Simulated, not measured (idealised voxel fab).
The process module that follows is named voxel self aligned vias.
Pictured: cross-section cut, 260 nm wide, on a grid of 5 nm square cells.
This document writes a cross-section as a grid whose cells are square, and gives it as bands, listed from the top down; one or more rows of cells form a band. First you get the band's top height and its bottom height, in nm, and then the materials it's made of, left to right, with each width in nm. If you see a single material with "full width", that one covers the band edge to edge. "blank" is empty space. Heads up on the height convention: 0 is the point under which the incoming wafer is all one material, and the lowest band has no bottom, it just keeps going down, like "0 down". The two numbers in a width such as "30..40" mark its ends across the band: the first belongs to the top row of cells, the second to the bottom row, and from each row to the next the width moves by the same amount. It should be understood that the words "no modification", when stated for a given step, signify that the cross-section underwent no change in any of its cells during that step. In "Closed voids list" the enclosed voids are listed, meaning empty spaces of 8 cells or larger without any opening to the top. The form is width x height at distance, distance from the left edge, units nm. Heads up: the bit after the settings on a step's line is the simulator's remark on that step. overlay nm: on a step with a mask, how far right of its planned place the mask lay; negative means left.

Steps in the process plan:
1: RECEIVE [material Si]
2: CONFORMAL_DEP [material SiO2] [thk nm 15]
3: CONFORMAL_DEP [material SiCN] [thk nm 5]
4: DIRECTIONAL_DEP [material SiO2] [thk nm 20]
5: DIRECTIONAL_DEP [material aC] [thk nm 10]
6: PATTERN [tone open] [mask id LINES] [material resist] [width nm 30] [pitch nm 60] [thk nm 25] [overlay nm 0]
7: DIRECTIONAL_ETCH [etch materials aC] [depth nm 10]
8: STRIP [etch materials resist]
9: DIRECTIONAL_ETCH [etch materials SiO2] [depth nm 20]
10: STRIP [etch materials aC]
11: CONFORMAL_DEP [material TiN] [thk nm 5]
12: FILL_DEP [material Ru] [thk nm 5]
13: CMP [height nm 40]
14: SELECTIVE_ETCH [etch materials W Ru TiN] [depth nm 5]
15: FILL_DEP [material SiN] [thk nm 10]
16: CMP [height nm 40]
17: DIRECTIONAL_DEP [material SiO2] [thk nm 15]
18: MASKED_ETCH [tone open] [mask id VIAS] [width nm 40] [pitch nm 120] [etch materials SiO2] [depth nm 15] [overlay nm 0]
19: MASKED_ETCH [tone open] [mask id VIAS] [width nm 40] [pitch nm 120] [etch materials SiN] [depth nm 5] [overlay nm 0]
20: CONFORMAL_DEP [material TiN] [thk nm 5]
21: FILL_DEP [material Ru] [thk nm 10]
22: CMP [height nm 55]
23: CONFORMAL_DEP [material SiN] [thk nm 5]

Cross-section of the wafer as it came to us, i.e., already through step 1:
- 0 down = Si full width
- Closed voids list: none

Looking at the first of two wafers in cross-section at end of module - ran to plan:
- 60 to 55 = SiN full width
- 55 to 45 = SiO2=50 | TiN=5 | Ru=30 | TiN=5 | SiO2=80 | TiN=5 | Ru=30 | TiN=5 | SiO2=50
- 45 to 40 = SiO2=50 | TiN=10 | Ru=20 | TiN=10 | SiO2=80 | TiN=10 | Ru=20 | TiN=10 | SiO2=50
- 40 to 35 = SiO2=55 | TiN=30 | SiO2=30 | SiN=30 | SiO2=30 | TiN=30 | SiO2=55
- 35 to 25 = SiO2=55 | TiN=5 | Ru=20 | TiN=5 | SiO2=30 | TiN=5 | Ru=20 | TiN=5 | SiO2=30 | TiN=5 | Ru=20 | TiN=5 | SiO2=55
- 25 to 20 = SiO2=55 | TiN=30 | SiO2=30 | TiN=30 | SiO2=30 | TiN=30 | SiO2=55
- 20 to 15 = SiCN full width
- 15 to 0 = SiO2 full width
- 0 down = Si full width
- Closed voids list: none

Wafer two cross-section, module end. Start and plan unchanged from wafer one; one mistake made during the run:
- 60 to 55 = SiN full width
- 55 to 45 = SiO2=50 | TiN=5 | Ru=35 | TiN=5 | SiO2=75 | TiN=5 | Ru=35 | TiN=5 | SiO2=45
- 45 to 40 = SiO2=50 | TiN=10 | Ru=20 | TiN=15 | SiO2=75 | TiN=10 | Ru=20 | TiN=15 | SiO2=45
- 40 to 35 = SiO2=55 | TiN=30 | SiO2=30 | SiN=30 | SiO2=30 | TiN=30 | SiO2=55
- 35 to 25 = SiO2=55 | TiN=5 | Ru=20 | TiN=5 | SiO2=30 | TiN=5 | Ru=20 | TiN=5 | SiO2=30 | TiN=5 | Ru=20 | TiN=5 | SiO2=55
- 25 to 20 = SiO2=55 | TiN=30 | SiO2=30 | TiN=30 | SiO2=30 | TiN=30 | SiO2=55
- 20 to 15 = SiCN full width
- 15 to 0 = SiO2 full width
- 0 down = Si full width
- Closed voids list: none
Against the plan, the run slipped here: it should be noted that step 18 was executed with settings other than those planned, the operation and settings actually applied being MASKED_ETCH [tone open] [mask id VIAS] [width nm 45] [pitch nm 120] [etch materials SiO2] [depth nm 15] [overlay nm 0]
FYI, end of process, the second wafer has more or fewer cells of some materials than the first: Ru: 4 more, SiO2: 6 fewer, TiN: 2 more
